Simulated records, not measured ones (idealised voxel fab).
The following is a process module called voxel released beams.
Section shown: cut. Width: 245 nm. Cell size: 5 nm, square.
Cross-section format: a grid of square cells, given as bands from top to bottom; each band is one or more rows of cells. Band: top height; bottom height; in nm. Then, left to right: material with width in nm, for each material. "edge to edge": a single material spanning edge to edge. "air": empty space. Note: height 0 marks the level under which the wafer is uniformly one material as received. Lowest band unbounded below, written "0 down". Graded width ("30..40"): value in top row of band = first number; value in bottom row = second number; row-to-row change constant. No cell of the cross-section changed in a step that is given as "nothing got changed". "Enclosed void list" contains a list of empty spaces, each no smaller than 8 cells and without an open way to the top, written in the form width x height at distance with the distance from the left edge and all three in nm. Read whatever lies past the settings on a step's line as the simulator's own remark about the step. A step line may carry the setting "overlay nm", which, for steps involving a mask, states the distance by which the mask lay to the right of its intended position; negative values denote displacement to the left.
[Planned process steps]
1,RECEIVE with material Si
2,CONFORMAL_DEP with material Al2O3, thk nm 5
3,DIRECTIONAL_DEP with material SiO2, thk nm 15
4,DIRECTIONAL_DEP with material aC, thk nm 10
5,PATTERN with tone open, mask id ANCHOR, material resist, width nm 25, thk nm 30, overlay nm 0
6,DIRECTIONAL_ETCH with etch materials aC, depth nm 10
7,STRIP with etch materials resist
8,DIRECTIONAL_ETCH with etch materials SiO2, depth nm 15
9,STRIP with etch materials aC
10,CONFORMAL_DEP with material polySi, thk nm 10
11,DIRECTIONAL_DEP with material aC, thk nm 15
12,PATTERN with tone cover, mask id BEAM, material resist, width nm 80, thk nm 30, overlay nm 0
13,DIRECTIONAL_ETCH with etch materials aC, depth nm 15
14,STRIP with etch materials resist
15,DIRECTIONAL_ETCH with etch materials polySi, depth nm 10
16,STRIP with etch materials aC
17,STRIP with etch materials SiO2
[First wafer, two in total, run as planned]
[Step 1 complete: cross-section of the wafer as received]
	0 down  Si edge to edge
	Enclosed void list: none
[After step 2: wafer cross-section]
	5 to 0  Al2O3 edge to edge
	Under 0: no change, same as before.
[After step 3: wafer cross-section]
	20 to 5  SiO2 edge to edge
	Under 5: no change, same as before.
[After step 4: wafer cross-section]
	30 to 20  aC edge to edge
	Under 20: no change, same as before.
[After step 5: wafer cross-section]
	60 to 30  resist=85  air=25  resist=135
	Under 30: no change, same as before.
[After step 6: wafer cross-section]
	50 to 30  resist=85  air=25  resist=135
	30 to 20  aC=85  air=25  aC=135
	Under 20: no change, same as before.
[After step 7: wafer cross-section]
	30 to 20  aC=85  air=25  aC=135
	Under 20: no change, same as before.
[After step 8: wafer cross-section]
	30 to 20  aC=85  air=25  aC=135
	20 to 5  SiO2=85  air=25  SiO2=135
	Under 5: no change, same as before.
[After step 9: wafer cross-section]
	20 to 5  SiO2=85  air=25  SiO2=135
	Under 5: no change, same as before.
[After step 10: wafer cross-section]
	30 to 20  polySi=95  air=5  polySi=145
	20 to 15  SiO2=85  polySi=10  air=5  polySi=10  SiO2=135
	15 to 5  SiO2=85  polySi=25  SiO2=135
	Under 5: no change, same as before.
[After step 11: wafer cross-section]
	45 to 30  aC=95  air=5  aC=145
	30 to 20  polySi=95  aC=5  polySi=145
	20 to 15  SiO2=85  polySi=10  aC=5  polySi=10  SiO2=135
	Under 15: no change, same as before.
[After step 12: wafer cross-section]
	75 to 45  air=80  resist=80  air=85
	45 to 30  aC=95  resist=5  aC=145
	Under 30: no change, same as before.
[After step 13: wafer cross-section]
	60 to 45  air=80  resist=80  air=85
	45 to 30  air=80  aC=15  resist=5  aC=60  air=85
	Under 30: no change, same as before.
[After step 14: wafer cross-section]
	45 to 30  air=80  aC=15  air=5  aC=60  air=85
	Under 30: no change, same as before.
[After step 15: wafer cross-section]
	45 to 30  air=80  aC=15  air=5  aC=60  air=85
	30 to 20  air=80  polySi=15  aC=5  polySi=60  air=85
	Under 20: no change, same as before.
[After step 16: wafer cross-section]
	30 to 20  air=80  polySi=15  air=5  polySi=60  air=85
	20 to 15  SiO2=85  polySi=10  air=5  polySi=10  SiO2=135
	Under 15: no change, same as before.
[After step 17: wafer cross-section]
	30 to 20  air=80  polySi=15  air=5  polySi=60  air=85
	20 to 15  air=85  polySi=10  air=5  polySi=10  air=135
	15 to 5  air=85  polySi=25  air=135
	Under 5: no change, same as before.
[Second wafer, same starting state and plan as the first, one mistake in the run, identical through step 4]
[X-section, second wafer, when step 5 was due to finish]
	60 to 30  resist=90  air=15  resist=140
	Under 30: no change, same as before.
[X-section, second wafer, when step 6 was due to finish]
	50 to 30  resist=90  air=15  resist=140
	30 to 20  aC=90  air=15  aC=140
	Under 20: no change, same as before.
[X-section, second wafer, when step 7 was due to finish]
	30 to 20  aC=90  air=15  aC=140
	Under 20: no change, same as before.
[X-section, second wafer, when step 8 was due to finish]
	30 to 20  aC=90  air=15  aC=140
	20 to 5  SiO2=90  air=15  SiO2=140
	Under 5: no change, same as before.
[X-section, second wafer, when step 9 was due to finish]
	20 to 5  SiO2=90  air=15  SiO2=140
	Under 5: no change, same as before.
[X-section, second wafer, when step 10 was due to finish]
	30 to 20  polySi edge to edge
	20 to 5  SiO2=90  polySi=15  SiO2=140
	Under 5: no change, same as before.
[X-section, second wafer, when step 11 was due to finish]
	45 to 30  aC edge to edge
	Under 30: no change, same as before.
[X-section, second wafer, when step 12 was due to finish]
	75 to 45  air=80  resist=80  air=85
	Under 45: no change, same as before.
[X-section, second wafer, when step 13 was due to finish]
	60 to 45  air=80  resist=80  air=85
	45 to 30  air=80  aC=80  air=85
	Under 30: no change, same as before.
[X-section, second wafer, when step 14 was due to finish]
	45 to 30  air=80  aC=80  air=85
	Under 30: no change, same as before.
[X-section, second wafer, when step 15 was due to finish]
	45 to 30  air=80  aC=80  air=85
	30 to 20  air=80  polySi=80  air=85
	Under 20: no change, same as before.
[X-section, second wafer, when step 16 was due to finish]
	30 to 20  air=80  polySi=80  air=85
	Under 20: no change, same as before.
[X-section, second wafer, when step 17 was due to finish]
	30 to 20  air=80  polySi=80  air=85
	20 to 5  air=90  polySi=15  air=140
	Under 5: no change, same as before.
Nonconformance to the process plan: off-plan run, step 5, actual operation and settings PATTERN with tone open, mask id ANCHOR, material resist, width nm 15, thk nm 30, overlay nm 0
Count the cells at the end and the second wafer has more or fewer of some materials than the first: -3 polySi
